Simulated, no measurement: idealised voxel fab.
Documented hereafter: the process module known as voxel transistor to metal.
Shown is cross-section cut, with a width of 295 nm and square cells of size 5 nm.
If you're reading a cross-section in this doc, picture square cells in a grid; it comes to you as bands, top ones listed first down to the bottom, and a band can be one or more rows of cells. Per band: top height and bottom height in nm, followed by the left-to-right materials and their widths in nm; "everywhere" marks a single material spanning edge to edge, "empty" marks empty space. Heights from 0 (as-received wafer is one material below). Bottom band endless downward, as "0 nm and below". Note: "30->40" means the width goes from the first number (top row of the band) to the second number (bottom row) in equal steps per row of cells. "everything unchanged" for a step: no cell of the cross-section changed in that step. Any empty space of 8 cells or more lacking an open way to the top shows up in "Voids, sealed" as width x height at distance, distance from the left edge, in nm. Step line, after settings: the simulator's comment on this step. The setting "overlay nm" may be written on the line of a step. When the step uses a mask, the value reports how far to the right of the planned place the mask lay, and a negative value reports that it lay to the left. Note on reading: below, each pair holds a cross-section from before one process step and one from after it; the one from after shows only down to the lowest band that changed. Beneath the pair, the step in between is stated along with its settings. The pairs can stem from different runs of this module on the same starting wafer. Where a pair's entry headed "before" says so, and only there, that pair continues from the pair above it.

BEFORE
* 75 nm to 70 nm  SiCN everywhere
* 70 nm to 55 nm  30 nm SiO2, then 5 nm SiN, then 15 nm Ru, then 5 nm SiN, then 55 nm SiO2, then 5 nm SiN, then 15 nm Ru, then 5 nm SiN, then 25 nm SiO2, then 5 nm SiN, then 15 nm Ru, then 5 nm SiN, then 55 nm SiO2, then 5 nm SiN, then 15 nm Ru, then 5 nm SiN, then 30 nm SiO2
* 55 nm to 50 nm  35 nm SiN, then 15 nm TiN, then 65 nm SiN, then 15 nm TiN, then 35 nm SiN, then 15 nm TiN, then 65 nm SiN, then 15 nm TiN, then 35 nm SiN
* 50 nm to 40 nm  35 nm SiO2, then 5 nm TiN, then 20 nm W, then 5 nm TiN, then 35 nm SiO2, then 5 nm TiN, then 20 nm W, then 5 nm TiN, then 35 nm SiO2, then 5 nm TiN, then 20 nm W, then 5 nm TiN, then 35 nm SiO2, then 5 nm TiN, then 20 nm W, then 5 nm TiN, then 35 nm SiO2
* 40 nm to 25 nm  35 nm SiO2, then 5 nm TiN, then 20 nm W, then 5 nm TiN, then 5 nm SiN, then 25 nm SiCN, then 5 nm SiN, then 5 nm TiN, then 20 nm W, then 5 nm TiN, then 35 nm SiO2, then 5 nm TiN, then 20 nm W, then 5 nm TiN, then 5 nm SiN, then 25 nm SiCN, then 5 nm SiN, then 5 nm TiN, then 20 nm W, then 5 nm TiN, then 35 nm SiO2
* 25 nm to 15 nm  35 nm SiO2, then 5 nm TiN, then 20 nm W, then 5 nm TiN, then 5 nm SiN, then 25 nm polySi, then 5 nm SiN, then 5 nm TiN, then 20 nm W, then 5 nm TiN, then 35 nm SiO2, then 5 nm TiN, then 20 nm W, then 5 nm TiN, then 5 nm SiN, then 25 nm polySi, then 5 nm SiN, then 5 nm TiN, then 20 nm W, then 5 nm TiN, then 35 nm SiO2
* 15 nm to 10 nm  35 nm SiO2, then 5 nm TiN, then 5 nm W, then 20 nm TiN, then 5 nm SiN, then 25 nm polySi, then 5 nm SiN, then 20 nm TiN, then 5 nm W, then 5 nm TiN, then 35 nm SiO2, then 5 nm TiN, then 5 nm W, then 20 nm TiN, then 5 nm SiN, then 25 nm polySi, then 5 nm SiN, then 20 nm TiN, then 5 nm W, then 5 nm TiN, then 35 nm SiO2
* 10 nm to 5 nm  35 nm SiO2, then 5 nm TiN, then 5 nm W, then 5 nm TiN, then 15 nm nSi, then 5 nm SiN, then 25 nm polySi, then 5 nm SiN, then 15 nm nSi, then 5 nm TiN, then 5 nm W, then 5 nm TiN, then 35 nm SiO2, then 5 nm TiN, then 5 nm W, then 5 nm TiN, then 15 nm nSi, then 5 nm SiN, then 25 nm polySi, then 5 nm SiN, then 15 nm nSi, then 5 nm TiN, then 5 nm W, then 5 nm TiN, then 35 nm SiO2
* 5 nm to 0 nm  35 nm SiO2, then 15 nm TiN, then 15 nm nSi, then 5 nm SiN, then 25 nm polySi, then 5 nm SiN, then 15 nm nSi, then 15 nm TiN, then 35 nm SiO2, then 15 nm TiN, then 15 nm nSi, then 5 nm SiN, then 25 nm polySi, then 5 nm SiN, then 15 nm nSi, then 15 nm TiN, then 35 nm SiO2
* 0 nm to -5 nm  30 nm SiO2, then 35 nm nSi, then 35 nm SiO2, then 35 nm nSi, then 25 nm SiO2, then 35 nm nSi, then 35 nm SiO2, then 35 nm nSi, then 30 nm SiO2
* -5 nm to -15 nm  35 nm SiO2, then 30 nm nSi, then 35 nm Si, then 30 nm nSi, then 35 nm SiO2, then 30 nm nSi, then 35 nm Si, then 30 nm nSi, then 35 nm SiO2
* -15 nm to -35 nm  35 nm SiO2, then 95 nm Si, then 35 nm SiO2, then 95 nm Si, then 35 nm SiO2
* -35 nm and below  Si everywhere
* Voids, sealed: none

RESULTING CROSS-SECTION
* 85 nm to 75 nm  aC everywhere
* Below 75 it's all the same as before, nothing changed down there.
* Voids, sealed: none
As a process note, the step between the before and after cross-sections shown above is op DIRECTIONAL_DEP | material aC | thk nm 10

before: identical to the post-step cross-section of the immediately preceding pair.

RESULTING CROSS-SECTION
* 110 nm to 85 nm  SiO2 everywhere
* Below 85 it's all the same as before, nothing changed down there.
* Voids, sealed: none
As a process note, the step between the before and after cross-sections shown above is op DIRECTIONAL_DEP | material SiO2 | thk nm 25

before: identical to the post-step cross-section of the immediately preceding pair.

RESULTING CROSS-SECTION
* 140 nm to 110 nm  35 nm resist, then 15 nm empty, then 115 nm resist, then 15 nm empty, then 115 nm resist
* Below 110 it's all the same as before, nothing changed down there.
* Voids, sealed: none
As a process note, the step between the before and after cross-sections shown above is op PATTERN | tone open | mask id METAL_2 | material resist | width nm 15 | pitch nm 130 | thk nm 30 | overlay nm 0

before: identical to the post-step cross-section of the immediately preceding pair.

RESULTING CROSS-SECTION
* 130 nm to 110 nm  35 nm resist, then 15 nm empty, then 115 nm resist, then 15 nm empty, then 115 nm resist
* Below 110 it's all the same as before, nothing changed down there.
* Voids, sealed: none
As a process note, the step between the before and after cross-sections shown above is op DIRECTIONAL_ETCH | etch materials aC | depth nm 10

before: identical to the post-step cross-section of the immediately preceding pair.

RESULTING CROSS-SECTION
* 110 nm to 85 nm  SiO2 everywhere
* Below 85 it's all the same as before, nothing changed down there.
* Voids, sealed: none
As a process note, the step between the before and after cross-sections shown above is op STRIP | etch materials resist

before: identical to the post-step cross-section of the immediately preceding pair.

RESULTING CROSS-SECTION
* 95 nm to 85 nm  SiO2 everywhere
* Below 85 it's all the same as before, nothing changed down there.
* Voids, sealed: none
As a process note, the step between the before and after cross-sections shown above is op DIRECTIONAL_ETCH | etch materials SiO2 | depth nm 15

before: identical to the post-step cross-section of the immediately preceding pair.

RESULTING CROSS-SECTION
* 95 nm to 85 nm  35 nm SiO2, then 15 nm empty, then 115 nm SiO2, then 15 nm empty, then 115 nm SiO2
* Below 85 it's all the same as before, nothing changed down there.
* Voids, sealed: none
As a process note, the step between the before and after cross-sections shown above is op MASKED_ETCH | tone open | mask id METAL_2_HOLES | width nm 15 | pitch nm 130 | etch materials SiO2 | depth nm 10 | overlay nm 0

before: identical to the post-step cross-section of the immediately preceding pair.

RESULTING CROSS-SECTION
* 100 nm to 95 nm  40 nm TiN, then 5 nm empty, then 125 nm TiN, then 5 nm empty, then 120 nm TiN
* 95 nm to 90 nm  35 nm SiO2, then 5 nm TiN, then 5 nm empty, then 5 nm TiN, then 115 nm SiO2, then 5 nm TiN, then 5 nm empty, then 5 nm TiN, then 115 nm SiO2
* 90 nm to 85 nm  35 nm SiO2, then 15 nm TiN, then 115 nm SiO2, then 15 nm TiN, then 115 nm SiO2
* Below 85 it's all the same as before, nothing changed down there.
* Voids, sealed: none
As a process note, the step between the before and after cross-sections shown above is op CONFORMAL_DEP | material TiN | thk nm 5

before: identical to the post-step cross-section of the immediately preceding pair.

RESULTING CROSS-SECTION
* 110 nm to 100 nm  Ru everywhere
* 100 nm to 95 nm  40 nm TiN, then 5 nm Ru, then 125 nm TiN, then 5 nm Ru, then 120 nm TiN
* 95 nm to 90 nm  35 nm SiO2, then 5 nm TiN, then 5 nm Ru, then 5 nm TiN, then 115 nm SiO2, then 5 nm TiN, then 5 nm Ru, then 5 nm TiN, then 115 nm SiO2
* Below 90 it's all the same as before, nothing changed down there.
* Voids, sealed: none
As a process note, the step between the before and after cross-sections shown above is op FILL_DEP | material Ru | thk nm 10

before: identical to the post-step cross-section of the immediately preceding pair.

RESULTING CROSS-SECTION
* 100 nm to 95 nm  40 nm TiN, then 5 nm Ru, then 125 nm TiN, then 5 nm Ru, then 120 nm TiN
* Below 95 it's all the same as before, nothing changed down there.
* Voids, sealed: none
As a process note, the step between the before and after cross-sections shown above is op CMP | height nm 100

before: identical to the post-step cross-section of the immediately preceding pair.

RESULTING CROSS-SECTION
* 105 nm to 100 nm  SiN everywhere
* Below 100 it's all the same as before, nothing changed down there.
* Voids, sealed: none
As a process note, the step between the before and after cross-sections shown above is op CONFORMAL_DEP | material SiN | thk nm 5

BEFORE
* 20 nm to 5 nm  30 nm empty, then 105 nm SiN, then 25 nm empty, then 105 nm SiN, then 30 nm empty
* 5 nm to 0 nm  30 nm empty, then 105 nm SiO2, then 25 nm empty, then 105 nm SiO2, then 30 nm empty
* 0 nm to -30 nm  30 nm empty, then 105 nm Si, then 25 nm empty, then 105 nm Si, then 30 nm empty
* -30 nm and below  Si everywhere
* Voids, sealed: none

RESULTING CROSS-SECTION
* 20 nm to 5 nm  30 nm empty, then 105 nm SiN, then 25 nm empty, then 105 nm SiN, then 30 nm empty
* 5 nm to 0 nm  30 nm empty, then 105 nm SiO2, then 25 nm empty, then 105 nm SiO2, then 30 nm empty
* 0 nm to -30 nm  30 nm empty, then 10 nm SiO2, then 85 nm Si, then 10 nm SiO2, then 25 nm empty, then 10 nm SiO2, then 85 nm Si, then 10 nm SiO2, then 30 nm empty
* -30 nm to -40 nm  40 nm SiO2, then 85 nm Si, then 45 nm SiO2, then 85 nm Si, then 40 nm SiO2
* Below -40 it's all the same as before, nothing changed down there.
* Voids, sealed: none
As a process note, the step between the before and after cross-sections shown above is op OXIDIZE | depth nm 10

before: identical to the post-step cross-section of the immediately preceding pair.

RESULTING CROSS-SECTION
* 35 nm to 20 nm  SiO2 everywhere
* 20 nm to 5 nm  30 nm SiO2, then 105 nm SiN, then 25 nm SiO2, then 105 nm SiN, then 30 nm SiO2
* 5 nm to 0 nm  SiO2 everywhere
* 0 nm to -40 nm  40 nm SiO2, then 85 nm Si, then 45 nm SiO2, then 85 nm Si, then 40 nm SiO2
* Below -40 it's all the same as before, nothing changed down there.
* Voids, sealed: none
As a process note, the step between the before and after cross-sections shown above is op FILL_DEP | material SiO2 | thk nm 15

before: identical to the post-step cross-section of the immediately preceding pair.

RESULTING CROSS-SECTION
* 20 nm to 5 nm  30 nm SiO2, then 105 nm SiN, then 25 nm SiO2, then 105 nm SiN, then 30 nm SiO2
* Below 5 it's all the same as before, nothing changed down there.
* Voids, sealed: none
As a process note, the step between the before and after cross-sections shown above is op CMP | height nm 20

before: identical to the post-step cross-section of the immediately preceding pair.

RESULTING CROSS-SECTION
* 20 nm to 5 nm  30 nm empty, then 105 nm SiN, then 25 nm empty, then 105 nm SiN, then 30 nm empty
* Below 5 it's all the same as before, nothing changed down there.
* Voids, sealed: none
As a process note, the step between the before and after cross-sections shown above is op SELECTIVE_ETCH | etch materials SiO2 | depth nm 15

before: identical to the post-step cross-section of the immediately preceding pair.

RESULTING CROSS-SECTION
* 5 nm to 0 nm  SiO2 everywhere
* Below 0 it's all the same as before, nothing changed down there.
* Voids, sealed: none
As a process note, the step between the before and after cross-sections shown above is op STRIP | etch materials SiN

before: identical to the post-step cross-section of the immediately preceding pair.

RESULTING CROSS-SECTION
* 0 nm to -40 nm  40 nm SiO2, then 85 nm Si, then 45 nm SiO2, then 85 nm Si, then 40 nm SiO2
* Below -40 it's all the same as before, nothing changed down there.
* Voids, sealed: none
As a process note, the step between the before and after cross-sections shown above is op SELECTIVE_ETCH | etch materials SiO2 | depth nm 5

before: identical to the post-step cross-section of the immediately preceding pair.

RESULTING CROSS-SECTION
* 0 nm to -5 nm  SiO2 everywhere
* Below -5 it's all the same as before, nothing changed down there.
* Voids, sealed: none
As a process note, the step between the before and after cross-sections shown above is op OXIDIZE | depth nm 5

before: identical to the post-step cross-section of the immediately preceding pair.

RESULTING CROSS-SECTION
* 25 nm to 0 nm  polySi everywhere
* Below 0 it's all the same as before, nothing changed down there.
* Voids, sealed: none
As a process note, the step between the before and after cross-sections shown above is op DIRECTIONAL_DEP | material polySi | thk nm 25

before: identical to the post-step cross-section of the immediately preceding pair.

RESULTING CROSS-SECTION
* 40 nm to 25 nm  SiCN everywhere
* Below 25 it's all the same as before, nothing changed down there.
* Voids, sealed: none
As a process note, the step between the before and after cross-sections shown above is op DIRECTIONAL_DEP | material SiCN | thk nm 15

before: identical to the post-step cross-section of the immediately preceding pair.

RESULTING CROSS-SECTION
* 50 nm to 40 nm  aC everywhere
* Below 40 it's all the same as before, nothing changed down there.
* Voids, sealed: none
As a process note, the step between the before and after cross-sections shown above is op DIRECTIONAL_DEP | material aC | thk nm 10

before: identical to the post-step cross-section of the immediately preceding pair.

RESULTING CROSS-SECTION
* 75 nm to 50 nm  70 nm empty, then 25 nm resist, then 105 nm empty, then 25 nm resist, then 70 nm empty
* Below 50 it's all the same as before, nothing changed down there.
* Voids, sealed: none
As a process note, the step between the before and after cross-sections shown above is op PATTERN | tone cover | mask id GATE | material resist | width nm 25 | pitch nm 130 | thk nm 25 | overlay nm 0

before: identical to the post-step cross-section of the immediately preceding pair.

RESULTING CROSS-SECTION
* 65 nm to 50 nm  70 nm empty, then 25 nm resist, then 105 nm empty, then 25 nm resist, then 70 nm empty
* 50 nm to 40 nm  70 nm empty, then 25 nm aC, then 105 nm empty, then 25 nm aC, then 70 nm empty
* Below 40 it's all the same as before, nothing changed down there.
* Voids, sealed: none
As a process note, the step between the before and after cross-sections shown above is op DIRECTIONAL_ETCH | etch materials aC | depth nm 10

before: identical to the post-step cross-section of the immediately preceding pair.

RESULTING CROSS-SECTION
* 50 nm to 40 nm  70 nm empty, then 25 nm aC, then 105 nm empty, then 25 nm aC, then 70 nm empty
* Below 40 it's all the same as before, nothing changed down there.
* Voids, sealed: none
As a process note, the step between the before and after cross-sections shown above is op STRIP | etch materials resist

before: identical to the post-step cross-section of the immediately preceding pair.

RESULTING CROSS-SECTION
* 50 nm to 40 nm  70 nm empty, then 25 nm aC, then 105 nm empty, then 25 nm aC, then 70 nm empty
* 40 nm to 25 nm  70 nm empty, then 25 nm SiCN, then 105 nm empty, then 25 nm SiCN, then 70 nm empty
* Below 25 it's all the same as before, nothing changed down there.
* Voids, sealed: none
As a process note, the step between the before and after cross-sections shown above is op DIRECTIONAL_ETCH | etch materials SiCN | depth nm 25

before: identical to the post-step cross-section of the immediately preceding pair.

RESULTING CROSS-SECTION
* 50 nm to 40 nm  70 nm empty, then 25 nm aC, then 105 nm empty, then 25 nm aC, then 70 nm empty
* 40 nm to 25 nm  70 nm empty, then 25 nm SiCN, then 105 nm empty, then 25 nm SiCN, then 70 nm empty
* 25 nm to 0 nm  70 nm empty, then 25 nm polySi, then 105 nm empty, then 25 nm polySi, then 70 nm empty
* Below 0 it's all the same as before, nothing changed down there.
* Voids, sealed: none
As a process note, the step between the before and after cross-sections shown above is op DIRECTIONAL_ETCH | etch materials polySi | depth nm 35

before: identical to the post-step cross-section of the immediately preceding pair.

RESULTING CROSS-SECTION
* 40 nm to 25 nm  70 nm empty, then 25 nm SiCN, then 105 nm empty, then 25 nm SiCN, then 70 nm empty
* Below 25 it's all the same as before, nothing changed down there.
* Voids, sealed: none
As a process note, the step between the before and after cross-sections shown above is op STRIP | etch materials aC

before: identical to the post-step cross-section of the immediately preceding pair.

RESULTING CROSS-SECTION
* 45 nm to 40 nm  65 nm empty, then 35 nm SiN, then 95 nm empty, then 35 nm SiN, then 65 nm empty
* 40 nm to 25 nm  65 nm empty, then 5 nm SiN, then 25 nm SiCN, then 5 nm SiN, then 95 nm empty, then 5 nm SiN, then 25 nm SiCN, then 5 nm SiN, then 65 nm empty
* 25 nm to 5 nm  65 nm empty, then 5 nm SiN, then 25 nm polySi, then 5 nm SiN, then 95 nm empty, then 5 nm SiN, then 25 nm polySi, then 5 nm SiN, then 65 nm empty
* 5 nm to 0 nm  70 nm SiN, then 25 nm polySi, then 105 nm SiN, then 25 nm polySi, then 70 nm SiN
* Below 0 it's all the same as before, nothing changed down there.
* Voids, sealed: none
As a process note, the step between the before and after cross-sections shown above is op CONFORMAL_DEP | material SiN | thk nm 5

before: identical to the post-step cross-section of the immediately preceding pair.

RESULTING CROSS-SECTION
* 40 nm to 25 nm  65 nm empty, then 5 nm SiN, then 25 nm SiCN, then 5 nm SiN, then 95 nm empty, then 5 nm SiN, then 25 nm SiCN, then 5 nm SiN, then 65 nm empty
* 25 nm to 0 nm  65 nm empty, then 5 nm SiN, then 25 nm polySi, then 5 nm SiN, then 95 nm empty, then 5 nm SiN, then 25 nm polySi, then 5 nm SiN, then 65 nm empty
* Below 0 it's all the same as before, nothing changed down there.
* Voids, sealed: none
As a process note, the step between the before and after cross-sections shown above is op DIRECTIONAL_ETCH | etch materials SiN | depth nm 5

before: identical to the post-step cross-section of the immediately preceding pair.

RESULTING CROSS-SECTION
* 40 nm to 25 nm  65 nm empty, then 5 nm SiN, then 25 nm SiCN, then 5 nm SiN, then 95 nm empty, then 5 nm SiN, then 25 nm SiCN, then 5 nm SiN, then 65 nm empty
* 25 nm to 0 nm  65 nm empty, then 5 nm SiN, then 25 nm polySi, then 5 nm SiN, then 95 nm empty, then 5 nm SiN, then 25 nm polySi, then 5 nm SiN, then 65 nm empty
* 0 nm to -5 nm  65 nm empty, then 35 nm SiO2, then 95 nm empty, then 35 nm SiO2, then 65 nm empty
* Below -5 it's all the same as before, nothing changed down there.
* Voids, sealed: none
As a process note, the step between the before and after cross-sections shown above is op DIRECTIONAL_ETCH | etch materials SiO2 | depth nm 5

before: identical to the post-step cross-section of the immediately preceding pair.

RESULTING CROSS-SECTION
* 40 nm to 25 nm  65 nm empty, then 5 nm SiN, then 25 nm SiCN, then 5 nm SiN, then 95 nm empty, then 5 nm SiN, then 25 nm SiCN, then 5 nm SiN, then 65 nm empty
* 25 nm to 0 nm  65 nm empty, then 5 nm SiN, then 25 nm polySi, then 5 nm SiN, then 95 nm empty, then 5 nm SiN, then 25 nm polySi, then 5 nm SiN, then 65 nm empty
* 0 nm to -5 nm  65 nm empty, then 35 nm SiO2, then 95 nm empty, then 35 nm SiO2, then 65 nm empty
* -5 nm to -15 nm  40 nm SiO2, then 25 nm empty, then 35 nm Si, then 25 nm empty, then 45 nm SiO2, then 25 nm empty, then 35 nm Si, then 25 nm empty, then 40 nm SiO2
* Below -15 it's all the same as before, nothing changed down there.
* Voids, sealed: none
As a process note, the step between the before and after cross-sections shown above is op DIRECTIONAL_ETCH | etch materials Si | depth nm 10

before: identical to the post-step cross-section of the immediately preceding pair.

RESULTING CROSS-SECTION
* 40 nm to 25 nm  65 nm empty, then 5 nm SiN, then 25 nm SiCN, then 5 nm SiN, then 95 nm empty, then 5 nm SiN, then 25 nm SiCN, then 5 nm SiN, then 65 nm empty
* 25 nm to 10 nm  65 nm empty, then 5 nm SiN, then 25 nm polySi, then 5 nm SiN, then 95 nm empty, then 5 nm SiN, then 25 nm polySi, then 5 nm SiN, then 65 nm empty
* 10 nm to 0 nm  50 nm empty, then 15 nm nSi, then 5 nm SiN, then 25 nm polySi, then 5 nm SiN, then 15 nm nSi, then 65 nm empty, then 15 nm nSi, then 5 nm SiN, then 25 nm polySi, then 5 nm SiN, then 15 nm nSi, then 50 nm empty
* 0 nm to -5 nm  35 nm empty, then 30 nm nSi, then 35 nm SiO2, then 30 nm nSi, then 35 nm empty, then 30 nm nSi, then 35 nm SiO2, then 30 nm nSi, then 35 nm empty
* -5 nm to -15 nm  40 nm SiO2, then 25 nm nSi, then 35 nm Si, then 25 nm nSi, then 45 nm SiO2, then 25 nm nSi, then 35 nm Si, then 25 nm nSi, then 40 nm SiO2
* Below -15 it's all the same as before, nothing changed down there.
* Voids, sealed: none
As a process note, the step between the before and after cross-sections shown above is op EPI | material nSi | thk nm 15

before: identical to the post-step cross-section of the immediately preceding pair.

RESULTING CROSS-SECTION
* 45 nm to 40 nm  SiO2 everywhere
* 40 nm to 25 nm  65 nm SiO2, then 5 nm SiN, then 25 nm SiCN, then 5 nm SiN, then 95 nm SiO2, then 5 nm SiN, then 25 nm SiCN, then 5 nm SiN, then 65 nm SiO2
* 25 nm to 10 nm  65 nm SiO2, then 5 nm SiN, then 25 nm polySi, then 5 nm SiN, then 95 nm SiO2, then 5 nm SiN, then 25 nm polySi, then 5 nm SiN, then 65 nm SiO2
* 10 nm to 0 nm  50 nm SiO2, then 15 nm nSi, then 5 nm SiN, then 25 nm polySi, then 5 nm SiN, then 15 nm nSi, then 65 nm SiO2, then 15 nm nSi, then 5 nm SiN, then 25 nm polySi, then 5 nm SiN, then 15 nm nSi, then 50 nm SiO2
* 0 nm to -5 nm  35 nm SiO2, then 30 nm nSi, then 35 nm SiO2, then 30 nm nSi, then 35 nm SiO2, then 30 nm nSi, then 35 nm SiO2, then 30 nm nSi, then 35 nm SiO2
* Below -5 it's all the same as before, nothing changed down there.
* Voids, sealed: none
As a process note, the step between the before and after cross-sections shown above is op FILL_DEP | material SiO2 | thk nm 5

before: identical to the post-step cross-section of the immediately preceding pair.

RESULTING CROSS-SECTION
* 40 nm to 25 nm  65 nm SiO2, then 5 nm SiN, then 25 nm SiCN, then 5 nm SiN, then 95 nm SiO2, then 5 nm SiN, then 25 nm SiCN, then 5 nm SiN, then 65 nm SiO2
* Below 25 it's all the same as before, nothing changed down there.
* Voids, sealed: none
As a process note, the step between the before and after cross-sections shown above is op CMP | height nm 40

before: identical to the post-step cross-section of the immediately preceding pair.

RESULTING CROSS-SECTION
* 50 nm to 40 nm  SiO2 everywhere
* Below 40 it's all the same as before, nothing changed down there.
* Voids, sealed: none
As a process note, the step between the before and after cross-sections shown above is op DIRECTIONAL_DEP | material SiO2 | thk nm 10

before: identical to the post-step cross-section of the immediately preceding pair.

RESULTING CROSS-SECTION
* 65 nm to 50 nm  35 nm resist, then 30 nm empty, then 35 nm resist, then 30 nm empty, then 35 nm resist, then 30 nm empty, then 35 nm resist, then 30 nm empty, then 35 nm resist
* Below 50 it's all the same as before, nothing changed down there.
* Voids, sealed: none
As a process note, the step between the before and after cross-sections shown above is op PATTERN | tone open | mask id CONTACT | material resist | width nm 30 | pitch nm 65 | thk nm 15 | overlay nm 0

before: identical to the post-step cross-section of the immediately preceding pair.

RESULTING CROSS-SECTION
* 65 nm to 50 nm  35 nm resist, then 30 nm empty, then 35 nm resist, then 30 nm empty, then 35 nm resist, then 30 nm empty, then 35 nm resist, then 30 nm empty, then 35 nm resist
* 50 nm to 40 nm  35 nm SiO2, then 30 nm empty, then 35 nm SiO2, then 30 nm empty, then 35 nm SiO2, then 30 nm empty, then 35 nm SiO2, then 30 nm empty, then 35 nm SiO2
* 40 nm to 25 nm  35 nm SiO2, then 30 nm empty, then 5 nm SiN, then 25 nm SiCN, then 5 nm SiN, then 30 nm empty, then 35 nm SiO2, then 30 nm empty, then 5 nm SiN, then 25 nm SiCN, then 5 nm SiN, then 30 nm empty, then 35 nm SiO2
* 25 nm to 10 nm  35 nm SiO2, then 30 nm empty, then 5 nm SiN, then 25 nm polySi, then 5 nm SiN, then 30 nm empty, then 35 nm SiO2, then 30 nm empty, then 5 nm SiN, then 25 nm polySi, then 5 nm SiN, then 30 nm empty, then 35 nm SiO2
* 10 nm to 0 nm  35 nm SiO2, then 15 nm empty, then 15 nm nSi, then 5 nm SiN, then 25 nm polySi, then 5 nm SiN, then 15 nm nSi, then 15 nm empty, then 35 nm SiO2, then 15 nm empty, then 15 nm nSi, then 5 nm SiN, then 25 nm polySi, then 5 nm SiN, then 15 nm nSi, then 15 nm empty, then 35 nm SiO2
* Below 0 it's all the same as before, nothing changed down there.
* Voids, sealed: none
As a process note, the step between the before and after cross-sections shown above is op DIRECTIONAL_ETCH | etch materials SiO2 | depth nm 50

before: identical to the post-step cross-section of the immediately preceding pair.

RESULTING CROSS-SECTION
* 50 nm to 40 nm  35 nm SiO2, then 30 nm empty, then 35 nm SiO2, then 30 nm empty, then 35 nm SiO2, then 30 nm empty, then 35 nm SiO2, then 30 nm empty, then 35 nm SiO2
* Below 40 it's all the same as before, nothing changed down there.
* Voids, sealed: none
As a process note, the step between the before and after cross-sections shown above is op STRIP | etch materials resist

before: identical to the post-step cross-section of the immediately preceding pair.

RESULTING CROSS-SECTION
* 55 nm to 50 nm  40 nm TiN, then 20 nm empty, then 45 nm TiN, then 20 nm empty, then 45 nm TiN, then 20 nm empty, then 45 nm TiN, then 20 nm empty, then 40 nm TiN
* 50 nm to 40 nm  35 nm SiO2, then 5 nm TiN, then 20 nm empty, then 5 nm TiN, then 35 nm SiO2, then 5 nm TiN, then 20 nm empty, then 5 nm TiN, then 35 nm SiO2, then 5 nm TiN, then 20 nm empty, then 5 nm TiN, then 35 nm SiO2, then 5 nm TiN, then 20 nm empty, then 5 nm TiN, then 35 nm SiO2
* 40 nm to 25 nm  35 nm SiO2, then 5 nm TiN, then 20 nm empty, then 5 nm TiN, then 5 nm SiN, then 25 nm SiCN, then 5 nm SiN, then 5 nm TiN, then 20 nm empty, then 5 nm TiN, then 35 nm SiO2, then 5 nm TiN, then 20 nm empty, then 5 nm TiN, then 5 nm SiN, then 25 nm SiCN, then 5 nm SiN, then 5 nm TiN, then 20 nm empty, then 5 nm TiN, then 35 nm SiO2
* 25 nm to 15 nm  35 nm SiO2, then 5 nm TiN, then 20 nm empty, then 5 nm TiN, then 5 nm SiN, then 25 nm polySi, then 5 nm SiN, then 5 nm TiN, then 20 nm empty, then 5 nm TiN, then 35 nm SiO2, then 5 nm TiN, then 20 nm empty, then 5 nm TiN, then 5 nm SiN, then 25 nm polySi, then 5 nm SiN, then 5 nm TiN, then 20 nm empty, then 5 nm TiN, then 35 nm SiO2
* 15 nm to 10 nm  35 nm SiO2, then 5 nm TiN, then 5 nm empty, then 20 nm TiN, then 5 nm SiN, then 25 nm polySi, then 5 nm SiN, then 20 nm TiN, then 5 nm empty, then 5 nm TiN, then 35 nm SiO2, then 5 nm TiN, then 5 nm empty, then 20 nm TiN, then 5 nm SiN, then 25 nm polySi, then 5 nm SiN, then 20 nm TiN, then 5 nm empty, then 5 nm TiN, then 35 nm SiO2
* 10 nm to 5 nm  35 nm SiO2, then 5 nm TiN, then 5 nm empty, then 5 nm TiN, then 15 nm nSi, then 5 nm SiN, then 25 nm polySi, then 5 nm SiN, then 15 nm nSi, then 5 nm TiN, then 5 nm empty, then 5 nm TiN, then 35 nm SiO2, then 5 nm TiN, then 5 nm empty, then 5 nm TiN, then 15 nm nSi, then 5 nm SiN, then 25 nm polySi, then 5 nm SiN, then 15 nm nSi, then 5 nm TiN, then 5 nm empty, then 5 nm TiN, then 35 nm SiO2
* 5 nm to 0 nm  35 nm SiO2, then 15 nm TiN, then 15 nm nSi, then 5 nm SiN, then 25 nm polySi, then 5 nm SiN, then 15 nm nSi, then 15 nm TiN, then 35 nm SiO2, then 15 nm TiN, then 15 nm nSi, then 5 nm SiN, then 25 nm polySi, then 5 nm SiN, then 15 nm nSi, then 15 nm TiN, then 35 nm SiO2
* Below 0 it's all the same as before, nothing changed down there.
* Voids, sealed: none
As a process note, the step between the before and after cross-sections shown above is op CONFORMAL_DEP | material TiN | thk nm 5
